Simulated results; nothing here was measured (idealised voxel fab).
process module | voxel wiring stack
cross-section cut | 245 nm wide | cells 5 nm
A cross-section is a grid of square cells, given in bands from the top down. A band is one or more rows of cells.
Each band's line starts with the height of the band's top and of its bottom, in nm. Then come its materials from left to right, each with its width in nm. One material with "throughout" fills the band from edge to edge. "air" is empty space.
Height 0 is the level under which the wafer as received is all one material. The lowest band goes on downwards, as in "0 down".
A width such as "30 to 40" changes by the same amount from each row of cells to the next, from the band's top row to its bottom row.
"no change" after a step means that no cell of the cross-section changed.
closed voids: empty space of 8 cells or more with no open way to the top, each as width x height at its distance from the left edge, in nm
after a step's settings: what the simulator itself notes on the step
overlay nm, on a step with a mask: how far to the right of its planned place the mask lay; to the left if negative
plan
1 op RECEIVE | material Si
2 op CONFORMAL_DEP | material SiO2 | thk nm 15
3 op CONFORMAL_DEP | material SiN | thk nm 5
4 op DIRECTIONAL_DEP | material SiO2 | thk nm 20
5 op PATTERN | tone open | mask id METAL_1 | material resist | width nm 30 | pitch nm 50 | thk nm 15 | overlay nm 0
6 op DIRECTIONAL_ETCH | etch materials SiO2 | depth nm 20
7 op DIRECTIONAL_ETCH | etch materials SiN | depth nm 5
8 op STRIP | etch materials resist
9 op CONFORMAL_DEP | material TiN | thk nm 5
10 op FILL_DEP | material W | thk nm 10
11 op CMP | height nm 40
12 op CONFORMAL_DEP | material SiCN | thk nm 5
13 op DIRECTIONAL_DEP | material SiO2 | thk nm 20
14 op DIRECTIONAL_DEP | material aC | thk nm 15
15 op PATTERN | tone open | mask id PLUG_1 | material resist | width nm 15 | pitch nm 50 | thk nm 30 | overlay nm 0
16 op DIRECTIONAL_ETCH | etch materials aC | depth nm 15
17 op STRIP | etch materials resist
18 op DIRECTIONAL_ETCH | etch materials SiO2 | depth nm 20
19 op DIRECTIONAL_ETCH | etch materials SiCN | depth nm 5
20 op STRIP | etch materials aC
21 op CONFORMAL_DEP | material TiN | thk nm 5
22 op FILL_DEP | material Cu | thk nm 5
23 op CMP | height nm 65
24 op DIRECTIONAL_DEP | material TiN | thk nm 5
25 op DIRECTIONAL_DEP | material Ru | thk nm 15
26 op MASKED_ETCH | tone cover | mask id METAL_2 | width nm 30 | pitch nm 50 | etch materials Ru | depth nm 15 | overlay nm 0
27 op MASKED_ETCH | tone cover | mask id METAL_2 | width nm 30 | pitch nm 50 | etch materials TiN | depth nm 5 | overlay nm 0
28 op FILL_DEP | material SiO2 | thk nm 10
29 op CMP | height nm 85
30 op CONFORMAL_DEP | material SiCN | thk nm 5
31 op DIRECTIONAL_DEP | material lowk | thk nm 10
32 op MASKED_ETCH | tone open | mask id PLUG_2 | width nm 15 | pitch nm 50 | etch materials lowk | depth nm 10 | overlay nm 0
33 op MASKED_ETCH | tone open | mask id PLUG_2 | width nm 15 | pitch nm 50 | etch materials SiCN | depth nm 5 | overlay nm 0
34 op EPI | material Ru | thk nm 10
35 op EPI | material Ru | thk nm 5
36 op DIRECTIONAL_DEP | material TiN | thk nm 5
37 op DIRECTIONAL_DEP | material W | thk nm 20
38 op PATTERN | tone cover | mask id METAL_3 | material resist | width nm 30 | pitch nm 50 | thk nm 15 | overlay nm 0
39 op DIRECTIONAL_ETCH | etch materials W | depth nm 20
40 op DIRECTIONAL_ETCH | etch materials TiN | depth nm 5
41 op STRIP | etch materials resist
42 op CONFORMAL_DEP | material SiCN | thk nm 5
43 op FILL_DEP | material SiO2 | thk nm 5
44 op CMP | height nm 125
45 op CONFORMAL_DEP | material SiN | thk nm 5
as received, after step 1
  0 down: Si throughout
  closed voids: none
a wafer at the end: this start, this plan, one mistake
  130 to 125: SiN throughout
  125 to 105: SiO2 50 | SiCN 5 | W 30 | SiCN 5 | SiO2 10 | SiCN 5 | W 30 | SiCN 5 | SiO2 10 | SiCN 5 | W 30 | SiCN 5 | SiO2 55
  105 to 100: SiCN 55 | TiN 30 | SiCN 20 | TiN 30 | SiCN 20 | TiN 30 | SiCN 60
  100 to 90: lowk 50 | Ru 25 | lowk 25 | Ru 25 | lowk 25 | Ru 25 | lowk 70
  90 to 85: SiCN 55 | Ru 15 | SiCN 35 | Ru 15 | SiCN 35 | Ru 15 | SiCN 75
  85 to 70: SiO2 55 | Ru 30 | SiO2 20 | Ru 30 | SiO2 20 | Ru 30 | SiO2 60
  70 to 65: SiO2 55 | TiN 30 | SiO2 20 | TiN 30 | SiO2 20 | TiN 30 | SiO2 60
  65 to 45: SiO2 55 | TiN 5 | Cu 5 | TiN 5 | SiO2 35 | TiN 5 | Cu 5 | TiN 5 | SiO2 35 | TiN 5 | Cu 5 | TiN 5 | SiO2 75
  45 to 40: SiCN 55 | TiN 15 | SiCN 35 | TiN 15 | SiCN 35 | TiN 15 | SiCN 75
  40 to 20: SiO2 55 | TiN 5 | W 20 | TiN 5 | SiO2 20 | TiN 5 | W 20 | TiN 5 | SiO2 20 | TiN 5 | W 20 | TiN 5 | SiO2 60
  20 to 15: SiN 55 | TiN 30 | SiN 20 | TiN 30 | SiN 20 | TiN 30 | SiN 60
  15 to 0: SiO2 throughout
  0 down: Si throughout
  closed voids: none
what went wrong: step 32 ran as: op MASKED_ETCH | tone open | mask id PLUG_2 | width nm 25 | pitch nm 50 | etch materials lowk | depth nm 10 | overlay nm 0
